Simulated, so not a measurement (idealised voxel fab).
Name of the process module below: voxel self aligned contacts
Displayed cross-section: cut, width of 295 nm, square cells sized 5 nm.
Bands, listed from the top down, are how a cross-section gets written in this document; the cross-section itself is a grid of square cells, and a band is one or more rows of them.
First you get the band's top height and its bottom height, in nm, and then the materials it's made of, left to right, with each width in nm. If you see a single material with "edge to edge", that one covers the band edge to edge. "empty" is empty space.
Heights are measured from 0, the level below which the as-received wafer is all one material; the lowest band has no bottom and continues downward, written as in "0 and below".
Width spec "30->40" -> top row of cells at first value, bottom row at second value, equal per-row change in between.
The designation "remained the same", where it is given for a processing step, indicates that no cell of the cross-section was altered in the course of that step.
Look at "Unvented cavities" for the closed voids: empty spaces with no open path to the top, sized 8 cells or up. Each is width x height at distance, distance from the left edge, all nm.
Anything after a step's settings on that line? It's the simulator's own note about the step.
overlay nm: mask right of planned place by this much (step with mask). Neg. = left.

These are the steps we planned for the process:
1 RECEIVE: material Si
2 CONFORMAL_DEP: material SiO2, thk nm 5
3 DIRECTIONAL_DEP: material polySi, thk nm 20
4 DIRECTIONAL_DEP: material SiN, thk nm 20
5 DIRECTIONAL_DEP: material aC, thk nm 10
6 PATTERN: tone cover, mask id GATE, material resist, width nm 30, pitch nm 75, thk nm 25, overlay nm -15
7 DIRECTIONAL_ETCH: etch materials aC, depth nm 10
8 STRIP: etch materials resist
9 DIRECTIONAL_ETCH: etch materials SiN, depth nm 20
10 DIRECTIONAL_ETCH: etch materials polySi, depth nm 20
11 STRIP: etch materials aC
12 CONFORMAL_DEP: material SiN, thk nm 10
13 DIRECTIONAL_ETCH: etch materials SiN, depth nm 10
14 FILL_DEP: material SiO2, thk nm 20
15 CMP: height nm 55
16 DIRECTIONAL_DEP: material aC, thk nm 15
17 PATTERN: tone open, mask id CONTACT, material resist, width nm 55, thk nm 30, overlay nm 0
18 DIRECTIONAL_ETCH: etch materials aC, depth nm 15
19 STRIP: etch materials resist
20 DIRECTIONAL_ETCH: etch materials SiO2, depth nm 55
21 STRIP: etch materials aC
22 CONFORMAL_DEP: material TiN, thk nm 5
23 FILL_DEP: material W, thk nm 5
24 CMP: height nm 55
25 CONFORMAL_DEP: material SiN, thk nm 5
Keep in mind the plan's value for the overlay nm of step 6 comes from the first wafer; the wafers don't share that setting, but they do share the same starting point.

Received wafers, first of several: cross-section after step 1:
	0 and below  Si edge to edge
	Unvented cavities: none

Table: wafers, a row each; end-of-module cell change per material since receipt, gain (+), loss (-); then closed voids:
overlay nm -15; +171 SiN; +422 SiO2; +31 TiN; +36 W; +48 polySi; Unvented cavities: none
overlay nm -10; +171 SiN; +422 SiO2; +31 TiN; +36 W; +48 polySi; Unvented cavities: none
overlay nm -5; +171 SiN; +422 SiO2; +31 TiN; +36 W; +48 polySi; Unvented cavities: none
overlay nm 0; +171 SiN; +422 SiO2; +31 TiN; +36 W; +48 polySi; Unvented cavities: none
overlay nm 5; +171 SiN; +422 SiO2; +31 TiN; +36 W; +48 polySi; Unvented cavities: none
overlay nm 10; +171 SiN; +422 SiO2; +31 TiN; +36 W; +48 polySi; Unvented cavities: none
overlay nm 15; +171 SiN; +422 SiO2; +31 TiN; +36 W; +48 polySi; Unvented cavities: none
